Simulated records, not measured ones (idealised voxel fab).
process module | voxel transistor to metal
cross-section cut | 200 nm wide | cells 5 nm
A cross-section is a grid of square cells, given in bands from the top down. A band is one or more rows of cells.
Each band's line starts with the height of the band's top and of its bottom, in nm. Then come its materials from left to right, each with its width in nm. One material with "throughout" fills the band from edge to edge. "air" is empty space.
Height 0 is the level under which the wafer as received is all one material. The lowest band goes on downwards, as in "0 down".
A width such as "30 to 40" changes by the same amount from each row of cells to the next, from the band's top row to its bottom row.
"no change" after a step means that no cell of the cross-section changed.
closed voids: empty space of 8 cells or more with no open way to the top, each as width x height at its distance from the left edge, in nm
after a step's settings: what the simulator itself notes on the step
overlay nm, on a step with a mask: how far to the right of its planned place the mask lay; to the left if negative
plan
1 op RECEIVE | material Si
2 op OXIDIZE | depth nm 5
3 op CONFORMAL_DEP | material SiN | thk nm 15
4 op PATTERN | tone cover | mask id ACTIVE | material resist | width nm 125 | thk nm 15 | overlay nm 0
5 op DIRECTIONAL_ETCH | etch materials SiN | depth nm 15
6 op DIRECTIONAL_ETCH | etch materials SiO2 | depth nm 5
7 op DIRECTIONAL_ETCH | etch materials Si | depth nm 25
8 op STRIP | etch materials resist
9 op OXIDIZE | depth nm 5
10 op FILL_DEP | material SiO2 | thk nm 10
11 op CMP | height nm 5
12 op SELECTIVE_ETCH | etch materials SiO2 | depth nm 10
13 op STRIP | etch materials SiN
14 op SELECTIVE_ETCH | etch materials SiO2 | depth nm 5
15 op OXIDIZE | depth nm 5
16 op DIRECTIONAL_DEP | material polySi | thk nm 20
17 op DIRECTIONAL_DEP | material SiCN | thk nm 15
18 op PATTERN | tone cover | mask id GATE | material resist | width nm 35 | thk nm 15 | overlay nm 0
19 op DIRECTIONAL_ETCH | etch materials SiCN | depth nm 25
20 op DIRECTIONAL_ETCH | etch materials polySi | depth nm 30
21 op STRIP | etch materials resist
22 op CONFORMAL_DEP | material SiN | thk nm 10
23 op DIRECTIONAL_ETCH | etch materials SiN | depth nm 10
24 op DIRECTIONAL_ETCH | etch materials SiO2 | depth nm 5
25 op DIRECTIONAL_ETCH | etch materials Si | depth nm 10
26 op EPI | material SiGe | thk nm 10
27 op FILL_DEP | material SiO2 | thk nm 5
28 op CMP | height nm 15
29 op STRIP | etch materials polySi
30 op SELECTIVE_ETCH | etch materials SiO2 | depth nm 5
31 op CONFORMAL_DEP | material HfO2 | thk nm 5
32 op CONFORMAL_DEP | material TiN | thk nm 5
33 op FILL_DEP | material W | thk nm 10
34 op CMP | height nm 10
35 op DIRECTIONAL_DEP | material SiO2 | thk nm 10
36 op MASKED_ETCH | tone open | mask id CONTACT | width nm 15 | pitch nm 90 | etch materials SiO2 | depth nm 30 | overlay nm 0
37 op CONFORMAL_DEP | material TiN | thk nm 5
38 op FILL_DEP | material W | thk nm 10
39 op CMP | height nm 20
40 op CONFORMAL_DEP | material SiN | thk nm 5
41 op DIRECTIONAL_DEP | material SiO2 | thk nm 20
42 op PATTERN | tone open | mask id METAL_1 | material resist | width nm 15 | pitch nm 90 | thk nm 20 | overlay nm 0
43 op DIRECTIONAL_ETCH | etch materials SiO2 | depth nm 20
44 op DIRECTIONAL_ETCH | etch materials SiN | depth nm 5
45 op STRIP | etch materials resist
46 op CONFORMAL_DEP | material TiN | thk nm 5
47 op FILL_DEP | material Cu | thk nm 5
48 op CMP | height nm 45
49 op CONFORMAL_DEP | material SiN | thk nm 5
varied across the wafers: height nm of step 11. The plan shows the first wafer's value. All wafers start alike
first wafer as received, after step 1
  0 down: Si throughout
  closed voids: none
each wafer at the end: cells of each material gained (+) or lost (-) since it was received, then its closed voids
height nm 5 | +8 Cu | +15 HfO2 | -187 Si | +34 SiGe | +90 SiN | +371 SiO2 | +55 TiN | +14 W | closed voids: none
height nm 10 | +8 Cu | +15 HfO2 | -189 Si | +32 SiGe | +86 SiN | +375 SiO2 | +57 TiN | +16 W | closed voids: none
height nm 15 | +8 Cu | +15 HfO2 | -189 Si | +32 SiGe | +90 SiN | +371 SiO2 | +57 TiN | +16 W | closed voids: none
height nm 20 | +8 Cu | +15 HfO2 | -189 Si | +32 SiGe | +94 SiN | +367 SiO2 | +57 TiN | +16 W | closed voids: none
height nm 25 | +8 Cu | +15 HfO2 | -189 Si | +32 SiGe | +98 SiN | +363 SiO2 | +57 TiN | +16 W | closed voids: none
